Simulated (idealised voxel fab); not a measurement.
process module | voxel self aligned vias
We display cut, a cross-section 200 nm in width whose square cells are each 5 nm.
For the purposes of this document, a cross-section shall be understood as a grid of square cells, specified as bands listed in top-to-bottom order, each band consisting of one or more rows of cells. This entry defines a band. It first specifies the height of the band's top and the height of its bottom in nm, and then specifies the band's materials from left to right, stating each material with its width in nm. The word "all across" identifies a single material that fills the band from edge to edge, while the word "blank" identifies empty space. Basically, 0 is our baseline, since under it the wafer straight out of the box is all one material. The bottom band has no lower end and keeps on going down, so it looks like "from 0 down". With a width like "30..40", each row of cells in the band differs from the next by the same amount, the top row carrying the first number and the bottom row the second. You'll sometimes find "all unchanged" written for a step, and that's the way of saying that nowhere in the cross-section did a cell change during that step. The list in "Internal closed voids" covers empty spaces of 8 cells or more that cannot reach the top through any open way, and it gives each as width x height at distance; the distance is from the left edge, and width, height and distance are in nm. Anything after a step's settings on that line? It's the simulator's own note about the step. overlay nm: step with mask; distance mask lay right of planned place; negative value = left of planned place.
The steps planned for the process are as follows
- 1: RECEIVE | material Si
- 2: CONFORMAL_DEP | material SiO2 | thk nm 10
- 3: CONFORMAL_DEP | material SiCN | thk nm 5
- 4: DIRECTIONAL_DEP | material SiO2 | thk nm 20
- 5: MASKED_ETCH | tone open | mask id LINES | width nm 30 | pitch nm 75 | etch materials SiO2 | depth nm 20 | overlay nm 0
- 6: CONFORMAL_DEP | material TiN | thk nm 5
- 7: FILL_DEP | material Ru | thk nm 5
- 8: CMP | height nm 35
- 9: SELECTIVE_ETCH | etch materials W Ru TiN | depth nm 5
- 10: FILL_DEP | material SiN | thk nm 5
- 11: CMP | height nm 35
- 12: DIRECTIONAL_DEP | material SiO2 | thk nm 20
- 13: MASKED_ETCH | tone open | mask id VIAS | width nm 50 | pitch nm 75 | etch materials SiO2 | depth nm 20 | overlay nm 0
- 14: MASKED_ETCH | tone open | mask id VIAS | width nm 50 | pitch nm 75 | etch materials SiN | depth nm 5 | overlay nm 0
- 15: CONFORMAL_DEP | material TiN | thk nm 5
- 16: FILL_DEP | material W | thk nm 5
- 17: CMP | height nm 55
- 18: CONFORMAL_DEP | material SiN | thk nm 5
Cross-section of the wafer at receipt, which is the condition after step 1
> from 0 down  Si all across
> Internal closed voids: none
Module complete, cross-section. Starting point and plan per above. One mistake made in running the module
> from 60 to 55  SiN all across
> from 55 to 40  25 nm SiO2 | 5 nm TiN | 40 nm W | 5 nm TiN | 25 nm SiO2 | 5 nm TiN | 40 nm W | 5 nm TiN | 50 nm SiO2
> from 40 to 35  25 nm SiO2 | 25 nm TiN | 20 nm W | 5 nm TiN | 25 nm SiO2 | 25 nm TiN | 20 nm W | 5 nm TiN | 50 nm SiO2
> from 35 to 30  45 nm SiO2 | 30 nm TiN | 45 nm SiO2 | 30 nm TiN | 50 nm SiO2
> from 30 to 20  45 nm SiO2 | 5 nm TiN | 20 nm Ru | 5 nm TiN | 45 nm SiO2 | 5 nm TiN | 20 nm Ru | 5 nm TiN | 50 nm SiO2
> from 20 to 15  45 nm SiO2 | 30 nm TiN | 45 nm SiO2 | 30 nm TiN | 50 nm SiO2
> from 15 to 10  SiCN all across
> from 10 to 0  SiO2 all across
> from 0 down  Si all across
> Internal closed voids: none
Want to know what went wrong? step 13 ran differently from the plan; actual operation with settings: MASKED_ETCH | tone open | mask id VIAS | width nm 50 | pitch nm 75 | etch materials SiO2 | depth nm 20 | overlay nm -10
